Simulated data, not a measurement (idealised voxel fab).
A process module follows: voxel gate over fins.
This is section cut - it's 150 nm across, gridded in 5 nm square cells.
Notation: cross-section as square-cell grid; stated in bands, top first, going down; one or more cell rows per band.
Heads up on the band format: heights come first, top then bottom, in nm. After that it's the materials left to right, each with its width in nm. A single material flagged "edge to edge" fills the whole band edge to edge, and "air" means there's empty space there.
Heads up on the height convention: 0 is the point under which the incoming wafer is all one material, and the lowest band has no bottom, it just keeps going down, like "z 0 and below".
The expression "30 to 40" gives the width at the extremes of the band, the first number at its top row of cells and the second at its bottom row, with the width changing by equal amounts from each row to the next in between.
For the purposes of this document, the phrase "nothing was modified" attached to a step denotes that no cell within the cross-section was modified by that step.
If an empty space has no open way to the top and is at least 8 cells in size, "Cavities, closed" lists it, written width x height at distance, where distance is measured from the left edge and every value is in nm.
If you see something after the settings on a step's line, that's the simulator's own remark about that step.
"overlay nm" on a masked step: distance the mask lay right of its planned place, negative for left.

Process steps - plan:
1: RECEIVE: material Si
2: CONFORMAL_DEP: material SiN, thk nm 5
3: MASKED_ETCH: tone cover, mask id FINS, width nm 15, pitch nm 40, etch materials SiN, depth nm 5, overlay nm 0
4: MASKED_ETCH: tone cover, mask id FINS, width nm 15, pitch nm 40, etch materials Si, depth nm 40, overlay nm 0
5: FILL_DEP: material SiO2, thk nm 10
6: CMP: height nm 5
7: SELECTIVE_ETCH: etch materials SiO2, depth nm 15
8: STRIP: etch materials SiN
9: CONFORMAL_DEP: material HfO2, thk nm 5
10: CONFORMAL_DEP: material TiN, thk nm 5
11: FILL_DEP: material W, thk nm 15
12: CMP: height nm 20
13: CONFORMAL_DEP: material SiN, thk nm 5

First wafer, as planned:

As received, after step 1:
> z 0 and below | Si edge to edge
> Cavities, closed: none

After step 2: wafer cross-section:
> z 5 to 0 | SiN edge to edge
> Nothing below the height 0 has changed.

After step 3: wafer cross-section:
> z 5 to 0 | air 25, SiN 15, air 25, SiN 15, air 25, SiN 15, air 30
> Nothing below the height 0 has changed.

After step 4: wafer cross-section:
> z 5 to 0 | air 25, SiN 15, air 25, SiN 15, air 25, SiN 15, air 30
> z 0 to -40 | air 25, Si 15, air 25, Si 15, air 25, Si 15, air 30
> Nothing below the height -40 has changed.

After step 5: wafer cross-section:
> z 15 to 5 | SiO2 edge to edge
> z 5 to 0 | SiO2 25, SiN 15, SiO2 25, SiN 15, SiO2 25, SiN 15, SiO2 30
> z 0 to -40 | SiO2 25, Si 15, SiO2 25, Si 15, SiO2 25, Si 15, SiO2 30
> Nothing below the height -40 has changed.

After step 6: wafer cross-section:
> z 5 to 0 | SiO2 25, SiN 15, SiO2 25, SiN 15, SiO2 25, SiN 15, SiO2 30
> Nothing below the height 0 has changed.

After step 7: wafer cross-section:
> z 5 to 0 | air 25, SiN 15, air 25, SiN 15, air 25, SiN 15, air 30
> z 0 to -10 | air 25, Si 15, air 25, Si 15, air 25, Si 15, air 30
> Nothing below the height -10 has changed.

After step 8: wafer cross-section:
> z 0 to -10 | air 25, Si 15, air 25, Si 15, air 25, Si 15, air 30
> Nothing below the height -10 has changed.

After step 9: wafer cross-section:
> z 5 to 0 | air 20, HfO2 25, air 15, HfO2 25, air 15, HfO2 25, air 25
> z 0 to -5 | air 20, HfO2 5, Si 15, HfO2 5, air 15, HfO2 5, Si 15, HfO2 5, air 15, HfO2 5, Si 15, HfO2 5, air 25
> z -5 to -10 | HfO2 25, Si 15, HfO2 25, Si 15, HfO2 25, Si 15, HfO2 30
> Nothing below the height -10 has changed.

After step 10: wafer cross-section:
> z 10 to 5 | air 15, TiN 35, air 5, TiN 35, air 5, TiN 35, air 20
> z 5 to 0 | air 15, TiN 5, HfO2 25, TiN 5, air 5, TiN 5, HfO2 25, TiN 5, air 5, TiN 5, HfO2 25, TiN 5, air 20
> z 0 to -5 | TiN 20, HfO2 5, Si 15, HfO2 5, TiN 15, HfO2 5, Si 15, HfO2 5, TiN 15, HfO2 5, Si 15, HfO2 5, TiN 25
> Nothing below the height -5 has changed.

After step 11: wafer cross-section:
> z 25 to 10 | W edge to edge
> z 10 to 5 | W 15, TiN 35, W 5, TiN 35, W 5, TiN 35, W 20
> z 5 to 0 | W 15, TiN 5, HfO2 25, TiN 5, W 5, TiN 5, HfO2 25, TiN 5, W 5, TiN 5, HfO2 25, TiN 5, W 20
> Nothing below the height 0 has changed.

After step 12: wafer cross-section:
> z 20 to 10 | W edge to edge
> Nothing below the height 10 has changed.

After step 13: wafer cross-section:
> z 25 to 20 | SiN edge to edge
> Nothing below the height 20 has changed.

Here the second wafer is described. Its start and its plan were those of the first wafer. Its run contained one mistake. Up to and including step 11, it did exactly what the first wafer did:

Cross-section of the second wafer at the time by which step 12 should have been completed according to the plan:
> z 15 to 10 | W edge to edge
> Nothing below the height 10 has changed.

Cross-section of the second wafer at the time by which step 13 should have been completed according to the plan:
> z 20 to 15 | SiN edge to edge
> Nothing below the height 15 has changed.
Want to know what went wrong? step 12 was not run as planned; what actually ran was CMP: height nm 15
The second wafer ends with more or fewer cells of some materials than the first, per final count: -30 W
